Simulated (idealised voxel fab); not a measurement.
Herein follows the process module entitled voxel released beams.
The cross-section shown here is cut; it is 295 nm wide and divided into square cells measuring 5 nm on a side.
Format of a cross-section: grid, square cells. Given as bands. Order: top down. Band: one or more rows of cells.
It is stipulated that each band's entry specify, in nanometres, the height of the top of the band and then that of its bottom, followed by the materials of the band in left-to-right sequence, each together with its width in nanometres. A single material marked by the word "full width" is understood to fill the band from edge to edge; the word "empty" is understood to denote empty space.
Basically, 0 is our baseline, since under it the wafer straight out of the box is all one material. The bottom band has no lower end and keeps on going down, so it looks like "0..down".
Width "30->40": first value at the band's top row of cells, second value at its bottom row, equal change from row to row.
Take "remained the same" at face value: in the step it is given for, the cross-section changed in none of its cells.
If an empty space has no open way to the top and is at least 8 cells in size, "Sealed void list" lists it, written width x height at distance, where distance is measured from the left edge and every value is in nm.
If you see something after the settings on a step's line, that's the simulator's own remark about that step.
Each step line may optionally specify "overlay nm", which for a step with a mask gives the rightward distance between the mask's planned place and where it lay, a negative value indicating the leftward direction.

List of planned process steps:
1: RECEIVE [material Si]
2: CONFORMAL_DEP [material Al2O3] [thk nm 5]
3: DIRECTIONAL_DEP [material SiO2] [thk nm 20]
4: MASKED_ETCH [tone open] [mask id ANCHOR] [width nm 35] [etch materials SiO2] [depth nm 20] [overlay nm 0]
5: CONFORMAL_DEP [material SiN] [thk nm 10]
6: DIRECTIONAL_DEP [material aC] [thk nm 15]
7: PATTERN [tone cover] [mask id BEAM] [material resist] [width nm 110] [thk nm 30] [overlay nm 0]
8: DIRECTIONAL_ETCH [etch materials aC] [depth nm 15]
9: STRIP [etch materials resist]
10: DIRECTIONAL_ETCH [etch materials SiN] [depth nm 10]
11: STRIP [etch materials aC]
12: STRIP [etch materials SiO2]

Cross-section of the wafer upon arrival, representing the state reached after step 1:
* 0..down = Si full width
* Sealed void list: none

What the wafer looks like in cross-section after this module, when it starts as shown above and follows the plan above but one mistake is made in running it:
* 35..25 = empty 90 nm, then SiN 50 nm, then empty 155 nm
* 25..15 = empty 85 nm, then SiN 10 nm, then SiO2 35 nm, then SiN 10 nm, then empty 155 nm
* 15..5 = empty 85 nm, then SiN 10 nm, then SiO2 35 nm, then SiN 70 nm, then empty 95 nm
* 5..0 = Al2O3 full width
* 0..down = Si full width
* Sealed void list: none
Finding, execution versus plan: heads up, step 4 didn't go per plan, it actually ran as MASKED_ETCH [tone cover] [mask id ANCHOR] [width nm 35] [etch materials SiO2] [depth nm 20] [overlay nm 0]
